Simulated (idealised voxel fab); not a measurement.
process module | voxel air gaps
The figure presents cross-section cut, which has a width of 245 nm and is divided into square cells with an edge length of 5 nm.
Cross-section = grid of square cells, listed top down in bands; band = one or more rows. Top, bottom (nm), then materials left to right with widths (nm); lone material tagged "throughout" fills the whole band edge to edge; "air" = empty space. Heights are reckoned from 0. Under this level, the received wafer is all of one material. The bottommost band is open-ended downward, for example "0 nm and below". Top row gets the first number, bottom row gets the second, and each row in between changes by the same step: that is how a band width like "30->40" works. Key: "remained the same" - step with no changed cell in the cross-section. Under "Closed-off voids" you'll find the enclosed gaps, the ones with no way out to the top, that are 8 cells or bigger; each reads width x height at distance, with distance counted from the left edge, everything in nm. Whatever follows a step's settings on its line is a remark the simulator itself makes about that step. The "overlay nm" setting may appear on a step's line; for a step that uses a mask, it gives how far to the right of its planned position the mask lay, and a negative value indicates the left.
### So here's the lineup of process steps we planned
1) RECEIVE | material Si
2) CONFORMAL_DEP | material SiO2 | thk nm 10
3) CONFORMAL_DEP | material SiCN | thk nm 5
4) DIRECTIONAL_DEP | material SiO2 | thk nm 40
5) DIRECTIONAL_DEP | material aC | thk nm 15
6) PATTERN | tone open | mask id LINES | material resist | width nm 25 | pitch nm 55 | thk nm 30 | overlay nm 0
7) DIRECTIONAL_ETCH | etch materials aC | depth nm 15
8) STRIP | etch materials resist
9) DIRECTIONAL_ETCH | etch materials SiO2 | depth nm 40
10) STRIP | etch materials aC
11) CONFORMAL_DEP | material TiN | thk nm 5
12) FILL_DEP | material W | thk nm 10
13) CMP | height nm 55
14) EPI | material Ru | thk nm 10
15) SELECTIVE_ETCH | etch materials SiO2 | depth nm 50
16) CONFORMAL_DEP | material SiCN | thk nm 5
Wafers differ in thk nm at step 3; plan lists the first wafer's value; identical starting state.
### Incoming state of the first of several wafers in cross-section: after step 1
    0 nm and below  Si throughout
    Closed-off voids: none
### Per-wafer rows below. For each material: cells gained (+) or lost (-) since the wafer was received, as of end of module. Then: closed voids
thk nm 5; +72 Ru; +210 SiCN; +98 SiO2; +76 TiN; +84 W; Closed-off voids: 20 x 30 at 55; 20 x 30 at 110; 20 x 30 at 165
thk nm 10; +72 Ru; +251 SiCN; +98 SiO2; +68 TiN; +72 W; Closed-off voids: 20 x 25 at 55; 20 x 25 at 110; 20 x 25 at 165
thk nm 15; +72 Ru; +292 SiCN; +98 SiO2; +60 TiN; +60 W; Closed-off voids: 20 x 20 at 55; 20 x 20 at 110; 20 x 20 at 165
thk nm 20; +72 Ru; +333 SiCN; +98 SiO2; +52 TiN; +48 W; Closed-off voids: 20 x 15 at 55; 20 x 15 at 110; 20 x 15 at 165
